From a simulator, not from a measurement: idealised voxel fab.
Documented hereafter: the process module known as voxel ribs on slabs.
Section shown: cut. Width: 150 nm. Cell size: 5 nm, square.
Each cross-section below is a grid of square cells, stated as bands in top-down order, with one or more rows of cells making up each band.
Top, bottom (nm), then materials left to right with widths (nm); lone material tagged "edge to edge" fills the whole band edge to edge; "blank" = empty space.
Heights are measured from 0, the level below which the as-received wafer is all one material; the lowest band has no bottom and continues downward, written as in "z 0 and below".
So if you see something like "30..40" for the width, read it as the top row of the band sitting at the first number and the bottom row at the second, with every row in between moving by the same amount as the last.
Given "same as before" for a step, no cell of the cross-section differs between before and after that step.
Under "Enclosed void listing" you'll find the enclosed gaps, the ones with no way out to the top, that are 8 cells or bigger; each reads width x height at distance, with distance counted from the left edge, everything in nm.
On each step's line, the part that comes after the settings is the simulator's own comment on the step.
On any step carrying a mask, the "overlay nm" setting, if present on the step's line, tells how far right of its planned place the mask lay; negative values point to the left.

[Steps in the process plan]
step 1: RECEIVE (material Si)
step 2: DIRECTIONAL_DEP (material SiO2; thk nm 30)
step 3: DIRECTIONAL_DEP (material polySi; thk nm 20)
step 4: DIRECTIONAL_DEP (material aC; thk nm 15)
step 5: PATTERN (tone cover; mask id RIB; material resist; width nm 30; thk nm 30; overlay nm 0)
step 6: DIRECTIONAL_ETCH (etch materials aC; depth nm 15)
step 7: STRIP (etch materials resist)
step 8: DIRECTIONAL_ETCH (etch materials polySi; depth nm 15)
step 9: STRIP (etch materials aC)
step 10: DIRECTIONAL_DEP (material aC; thk nm 10)
step 11: PATTERN (tone cover; mask id SLAB; material resist; width nm 90; thk nm 25; overlay nm 0)
step 12: DIRECTIONAL_ETCH (etch materials aC; depth nm 10)
step 13: STRIP (etch materials resist)
step 14: DIRECTIONAL_ETCH (etch materials polySi; depth nm 5)
step 15: STRIP (etch materials aC)
step 16: FILL_DEP (material SiO2; thk nm 25)
step 17: CMP (height nm 65)
step 18: DIRECTIONAL_DEP (material W; thk nm 5)
step 19: PATTERN (tone cover; mask id HEATER; material resist; width nm 40; thk nm 15; overlay nm 0)
step 20: DIRECTIONAL_ETCH (etch materials W; depth nm 5)
step 21: STRIP (etch materials resist)
step 22: CONFORMAL_DEP (material SiN; thk nm 10)

[Concerning the first of two wafers, which was run in accordance with the plan]

[This is the cross-section of the wafer as we received it, i.e. after step 1]
  z 0 and below: Si edge to edge
  Enclosed void listing: none

[After step 2, in cross-section]
  z 30 to 0: SiO2 edge to edge
  Note: structure below 0 unchanged.

[After step 3, in cross-section]
  z 50 to 30: polySi edge to edge
  Note: structure below 30 unchanged.

[After step 4, in cross-section]
  z 65 to 50: aC edge to edge
  Note: structure below 50 unchanged.

[After step 5, in cross-section]
  z 95 to 65: blank (60), then resist (30), then blank (60)
  Note: structure below 65 unchanged.

[After step 6, in cross-section]
  z 80 to 65: blank (60), then resist (30), then blank (60)
  z 65 to 50: blank (60), then aC (30), then blank (60)
  Note: structure below 50 unchanged.

[After step 7, in cross-section]
  z 65 to 50: blank (60), then aC (30), then blank (60)
  Note: structure below 50 unchanged.

[After step 8, in cross-section]
  z 65 to 50: blank (60), then aC (30), then blank (60)
  z 50 to 35: blank (60), then polySi (30), then blank (60)
  Note: structure below 35 unchanged.

[After step 9, in cross-section]
  z 50 to 35: blank (60), then polySi (30), then blank (60)
  Note: structure below 35 unchanged.

[After step 10, in cross-section]
  z 60 to 50: blank (60), then aC (30), then blank (60)
  z 50 to 45: blank (60), then polySi (30), then blank (60)
  z 45 to 35: aC (60), then polySi (30), then aC (60)
  Note: structure below 35 unchanged.

[After step 11, in cross-section]
  z 85 to 60: blank (30), then resist (90), then blank (30)
  z 60 to 50: blank (30), then resist (30), then aC (30), then resist (30), then blank (30)
  z 50 to 45: blank (30), then resist (30), then polySi (30), then resist (30), then blank (30)
  Note: structure below 45 unchanged.

[After step 12, in cross-section]
  z 75 to 60: blank (30), then resist (90), then blank (30)
  z 60 to 50: blank (30), then resist (30), then aC (30), then resist (30), then blank (30)
  z 50 to 45: blank (30), then resist (30), then polySi (30), then resist (30), then blank (30)
  z 45 to 35: blank (30), then aC (30), then polySi (30), then aC (30), then blank (30)
  Note: structure below 35 unchanged.

[After step 13, in cross-section]
  z 60 to 50: blank (60), then aC (30), then blank (60)
  z 50 to 45: blank (60), then polySi (30), then blank (60)
  Note: structure below 45 unchanged.

[After step 14, in cross-section]
  z 60 to 50: blank (60), then aC (30), then blank (60)
  z 50 to 45: blank (60), then polySi (30), then blank (60)
  z 45 to 35: blank (30), then aC (30), then polySi (30), then aC (30), then blank (30)
  z 35 to 30: blank (30), then polySi (90), then blank (30)
  Note: structure below 30 unchanged.

[After step 15, in cross-section]
  z 50 to 35: blank (60), then polySi (30), then blank (60)
  Note: structure below 35 unchanged.

[After step 16, in cross-section]
  z 75 to 50: SiO2 edge to edge
  z 50 to 35: SiO2 (60), then polySi (30), then SiO2 (60)
  z 35 to 30: SiO2 (30), then polySi (90), then SiO2 (30)
  Note: structure below 30 unchanged.

[After step 17, in cross-section]
  z 65 to 50: SiO2 edge to edge
  Note: structure below 50 unchanged.

[After step 18, in cross-section]
  z 70 to 65: W edge to edge
  Note: structure below 65 unchanged.

[After step 19, in cross-section]
  z 85 to 70: blank (55), then resist (40), then blank (55)
  Note: structure below 70 unchanged.

[After step 20, in cross-section]
  z 85 to 70: blank (55), then resist (40), then blank (55)
  z 70 to 65: blank (55), then W (40), then blank (55)
  Note: structure below 65 unchanged.

[After step 21, in cross-section]
  z 70 to 65: blank (55), then W (40), then blank (55)
  Note: structure below 65 unchanged.

[After step 22, in cross-section]
  z 80 to 75: blank (45), then SiN (60), then blank (45)
  z 75 to 70: SiN edge to edge
  z 70 to 65: SiN (55), then W (40), then SiN (55)
  Note: structure below 65 unchanged.

[The remaining wafer, second of the two, started like the first and was run to the same plan, except that one mistake was made along the way; the two coincide through step 21, inclusive]

[Second wafer, cross-section, planned end of step 22]
  z 80 to 75: blank (45), then SiO2 (60), then blank (45)
  z 75 to 70: SiO2 edge to edge
  z 70 to 65: SiO2 (55), then W (40), then SiO2 (55)
  Note: structure below 65 unchanged.
Here's what went sideways: step 22 did not use the planned setting and instead ran as CONFORMAL_DEP (material SiO2; thk nm 10)
Once processing is complete, comparing cell counts shows that the second wafer has more or fewer of certain materials than the first: -64 SiN; +64 SiO2
